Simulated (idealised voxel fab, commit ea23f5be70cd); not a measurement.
Name of the process module below: voxel ribs on slabs
The figure presents cross-section cut, which has a width of 185 nm and is divided into square cells with an edge length of 5 nm.
Reading order for cross-sections: top band down to bottom band. Underlying form: a grid of square cells. Band size: one or more rows of cells. Band entry format. Leading values: height of top, height of bottom, nm. Remainder: materials in left-to-right order, each with its width in nm. Special words: "edge to edge" on a single material, which then fills the band edge to edge; "empty", empty space. Heights are measured from 0, the level below which the as-received wafer is all one material; the lowest band has no bottom and continues downward, written as in "0 and below". The expression "30->40" gives the width at the extremes of the band, the first number at its top row of cells and the second at its bottom row, with the width changing by equal amounts from each row to the next in between. Given "remained the same" for a step, no cell of the cross-section differs between before and after that step. Cavities, sealed: empty space of 8 cells or more with no open way to the top, each as width x height at its distance from the left edge, in nm. Formally, on a step line, whatever follows the settings is a remark that the simulator itself makes on the step. What "overlay nm" on a step's line means: if the step has a mask, that mask lay this far to the right of its planned place, or, when the value is negative, to the left.

**Below is the list of planned process steps**
| 1 | RECEIVE | material Si |
| 2 | DIRECTIONAL_DEP | material SiO2 | thk nm 25 |
| 3 | DIRECTIONAL_DEP | material polySi | thk nm 15 |
| 4 | PATTERN | tone cover | mask id RIB | material resist | width nm 25 | thk nm 15 | overlay nm 0 |
| 5 | DIRECTIONAL_ETCH | etch materials polySi | depth nm 10 |
| 6 | STRIP | etch materials resist |
| 7 | MASKED_ETCH | tone cover | mask id SLAB | width nm 65 | etch materials polySi | depth nm 5 | overlay nm 0 |
| 8 | FILL_DEP | material SiO2 | thk nm 20 |
| 9 | CMP | height nm 50 |
| 10 | DIRECTIONAL_DEP | material TiN | thk nm 10 |
| 11 | MASKED_ETCH | tone cover | mask id HEATER | width nm 35 | etch materials TiN | depth nm 10 | overlay nm 0 |
| 12 | CONFORMAL_DEP | material SiN | thk nm 5 |

**First wafer of two (run as planned)**

**Here's what the wafer looked like in cross-section when it arrived - that's after step 1**
> 0 and below | Si edge to edge
> Cavities, sealed: none

**State of the wafer after step 2, shown in cross-section**
> 25 down to 0 | SiO2 edge to edge
> Everything under 0 stays put, no change at all.

**State of the wafer after step 3, shown in cross-section**
> 40 down to 25 | polySi edge to edge
> Everything under 25 stays put, no change at all.

**State of the wafer after step 4, shown in cross-section**
> 55 down to 40 | 80 of empty | 25 of resist | 80 of empty
> Everything under 40 stays put, no change at all.

**State of the wafer after step 5, shown in cross-section**
> 55 down to 40 | 80 of empty | 25 of resist | 80 of empty
> 40 down to 30 | 80 of empty | 25 of polySi | 80 of empty
> Everything under 30 stays put, no change at all.

**State of the wafer after step 6, shown in cross-section**
> 40 down to 30 | 80 of empty | 25 of polySi | 80 of empty
> Everything under 30 stays put, no change at all.

**State of the wafer after step 7, shown in cross-section**
> 40 down to 30 | 80 of empty | 25 of polySi | 80 of empty
> 30 down to 25 | 60 of empty | 65 of polySi | 60 of empty
> Everything under 25 stays put, no change at all.

**State of the wafer after step 8, shown in cross-section**
> 60 down to 40 | SiO2 edge to edge
> 40 down to 30 | 80 of SiO2 | 25 of polySi | 80 of SiO2
> 30 down to 25 | 60 of SiO2 | 65 of polySi | 60 of SiO2
> Everything under 25 stays put, no change at all.

**State of the wafer after step 9, shown in cross-section**
> 50 down to 40 | SiO2 edge to edge
> Everything under 40 stays put, no change at all.

**State of the wafer after step 10, shown in cross-section**
> 60 down to 50 | TiN edge to edge
> Everything under 50 stays put, no change at all.

**State of the wafer after step 11, shown in cross-section**
> 60 down to 50 | 75 of empty | 35 of TiN | 75 of empty
> Everything under 50 stays put, no change at all.

**State of the wafer after step 12, shown in cross-section**
> 65 down to 60 | 70 of empty | 45 of SiN | 70 of empty
> 60 down to 55 | 70 of empty | 5 of SiN | 35 of TiN | 5 of SiN | 70 of empty
> 55 down to 50 | 75 of SiN | 35 of TiN | 75 of SiN
> Everything under 50 stays put, no change at all.

**Regarding the second of the two wafers: it shared the first wafer's starting condition and process plan, yet one error occurred during its execution. Its history coincides with that of the first wafer up to and including step 2**

**Cross-sectional representation of the second wafer at the time designated in the plan for the completion of step 3**
> 40 down to 25 | 80 of empty | 25 of resist | 80 of empty
> Everything under 25 stays put, no change at all.

**Cross-sectional representation of the second wafer at the time designated in the plan for the completion of step 4**
> 55 down to 40 | 80 of empty | 25 of polySi | 80 of empty
> 40 down to 25 | 80 of polySi | 25 of resist | 80 of polySi
> Everything under 25 stays put, no change at all.

**Cross-sectional representation of the second wafer at the time designated in the plan for the completion of step 5**
> 45 down to 40 | 80 of empty | 25 of polySi | 80 of empty
> 40 down to 30 | 80 of empty | 25 of resist | 80 of empty
> Everything under 30 stays put, no change at all.

**Cross-sectional representation of the second wafer at the time designated in the plan for the completion of step 6**
> 30 down to 25 | 80 of polySi | 25 of empty | 80 of polySi
> Everything under 25 stays put, no change at all.

**Cross-sectional representation of the second wafer at the time designated in the plan for the completion of step 7**
> 30 down to 25 | 60 of empty | 20 of polySi | 25 of empty | 20 of polySi | 60 of empty
> Everything under 25 stays put, no change at all.

**Cross-sectional representation of the second wafer at the time designated in the plan for the completion of step 8**
> 50 down to 30 | SiO2 edge to edge
> 30 down to 25 | 60 of SiO2 | 20 of polySi | 25 of SiO2 | 20 of polySi | 60 of SiO2
> Everything under 25 stays put, no change at all.

Cross-sectional representation of the second wafer at the time designated in the plan for the completion of step 9: remained the same

**Cross-sectional representation of the second wafer at the time designated in the plan for the completion of step 10**
> 60 down to 50 | TiN edge to edge
> Everything under 50 stays put, no change at all.

**Cross-sectional representation of the second wafer at the time designated in the plan for the completion of step 11**
> 60 down to 50 | 75 of empty | 35 of TiN | 75 of empty
> Everything under 50 stays put, no change at all.

**Cross-sectional representation of the second wafer at the time designated in the plan for the completion of step 12**
> 65 down to 60 | 70 of empty | 45 of SiN | 70 of empty
> 60 down to 55 | 70 of empty | 5 of SiN | 35 of TiN | 5 of SiN | 70 of empty
> 55 down to 50 | 75 of SiN | 35 of TiN | 75 of SiN
> Everything under 50 stays put, no change at all.
Processing error: mixed up steps 3 and 4 - ran each in the other's place
Final tally in cells, some materials are higher or lower on the second wafer than on the first: SiO2 +15 | polySi -15
